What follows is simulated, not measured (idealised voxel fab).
Title: Process Module voxel transistor to metal
The cross-section on display is named cut; it measures 270 nm wide, and its cells are 5 nm squares.
This document writes a cross-section as a grid whose cells are square, and gives it as bands, listed from the top down; one or more rows of cells form a band.
Look at the band entry: it leads with the top's height and the bottom's height in nm. Then it lists the materials left to right, with a width in nm for each. The word "full width" on a single material says that material fills the band edge to edge. The word "blank" is empty space.
Heights are expressed relative to 0, this being the level below which the as-received wafer comprises one material exclusively. The lowest band is unbounded in the downward direction and is denoted as in "z 0 and below".
Top row gets the first number, bottom row gets the second, and each row in between changes by the same step: that is how a band width like "30->40" works.
Key: "nothing different" - step with no changed cell in the cross-section.
Listed in "Closed voids list": every empty space of 8 or more cells without an open way to the top. Form: width x height at distance, the distance being from the left edge, all in nm.
Past the settings on a step's line: simulator remark, on that step.
overlay nm: for a step with a mask, the amount by which the mask lay right of where it was planned; a negative amount means left of it.

Set out below are the planned steps of the process
1,RECEIVE,material Si
2,OXIDIZE,depth nm 5
3,CONFORMAL_DEP,material SiN,thk nm 10
4,MASKED_ETCH,tone cover,mask id ACTIVE,width nm 110,pitch nm 130,etch materials SiN,depth nm 10,overlay nm 0
5,MASKED_ETCH,tone cover,mask id ACTIVE,width nm 110,pitch nm 130,etch materials SiO2,depth nm 5,overlay nm 0
6,MASKED_ETCH,tone cover,mask id ACTIVE,width nm 110,pitch nm 130,etch materials Si,depth nm 20,overlay nm 0
7,FILL_DEP,material SiO2,thk nm 5
8,CMP,height nm 10
9,SELECTIVE_ETCH,etch materials SiO2,depth nm 5
10,STRIP,etch materials SiN
11,SELECTIVE_ETCH,etch materials SiO2,depth nm 5
12,OXIDIZE,depth nm 5
13,DIRECTIONAL_DEP,material polySi,thk nm 25
14,DIRECTIONAL_DEP,material SiCN,thk nm 10
15,PATTERN,tone cover,mask id GATE,material resist,width nm 20,pitch nm 130,thk nm 20,overlay nm -15
16,DIRECTIONAL_ETCH,etch materials SiCN,depth nm 20
17,DIRECTIONAL_ETCH,etch materials polySi,depth nm 35
18,STRIP,etch materials resist
19,CONFORMAL_DEP,material SiN,thk nm 5
20,DIRECTIONAL_ETCH,etch materials SiN,depth nm 5
21,DIRECTIONAL_ETCH,etch materials SiO2,depth nm 5
22,EPI,material SiGe,thk nm 5
23,FILL_DEP,material SiO2,thk nm 10
24,CMP,height nm 30
25,DIRECTIONAL_DEP,material SiO2,thk nm 10
26,PATTERN,tone open,mask id CONTACT,material resist,width nm 30,thk nm 20,overlay nm 0
27,DIRECTIONAL_ETCH,etch materials SiO2,depth nm 45
28,STRIP,etch materials resist
29,CONFORMAL_DEP,material TiN,thk nm 5
30,FILL_DEP,material Ru,thk nm 10
31,CMP,height nm 40
32,DIRECTIONAL_DEP,material TiN,thk nm 5
33,DIRECTIONAL_DEP,material W,thk nm 15
34,PATTERN,tone cover,mask id METAL_1,material resist,width nm 20,thk nm 15,overlay nm 0
35,DIRECTIONAL_ETCH,etch materials W,depth nm 15
36,DIRECTIONAL_ETCH,etch materials TiN,depth nm 5
37,STRIP,etch materials resist
38,CONFORMAL_DEP,material SiN,thk nm 5
39,FILL_DEP,material SiO2,thk nm 5
40,CMP,height nm 60
41,CONFORMAL_DEP,material SiN,thk nm 5
Don't read the plan's overlay nm for step 15 as applying to every wafer: that's the first wafer's value, and the wafers differ in it, though they all start identical.

Cross-sectional view of the first of several wafers in the as-received condition, corresponding to the state following step 1
	z 0 and below | Si full width
	Closed voids list: none

Per wafer, end of module: cells gained (+) or lost (-) per material since receipt, then closed voids
overlay nm -15 | +86 Ru | -138 Si | +16 SiCN | +32 SiGe | +148 SiN | +366 SiO2 | +104 TiN | +48 W | +40 polySi | Closed voids list: none
overlay nm -10 | +100 Ru | -138 Si | +16 SiCN | +32 SiGe | +148 SiN | +352 SiO2 | +104 TiN | +48 W | +40 polySi | Closed voids list: none
overlay nm -5 | +114 Ru | -138 Si | +16 SiCN | +32 SiGe | +148 SiN | +338 SiO2 | +104 TiN | +48 W | +40 polySi | Closed voids list: none
overlay nm 0 | +128 Ru | -138 Si | +16 SiCN | +32 SiGe | +148 SiN | +324 SiO2 | +104 TiN | +48 W | +40 polySi | Closed voids list: none
overlay nm 5 | +114 Ru | -138 Si | +16 SiCN | +32 SiGe | +148 SiN | +338 SiO2 | +104 TiN | +48 W | +40 polySi | Closed voids list: none
overlay nm 10 | +100 Ru | -138 Si | +16 SiCN | +32 SiGe | +148 SiN | +352 SiO2 | +104 TiN | +48 W | +40 polySi | Closed voids list: none
overlay nm 15 | +86 Ru | -138 Si | +16 SiCN | +32 SiGe | +148 SiN | +366 SiO2 | +104 TiN | +48 W | +40 polySi | Closed voids list: none
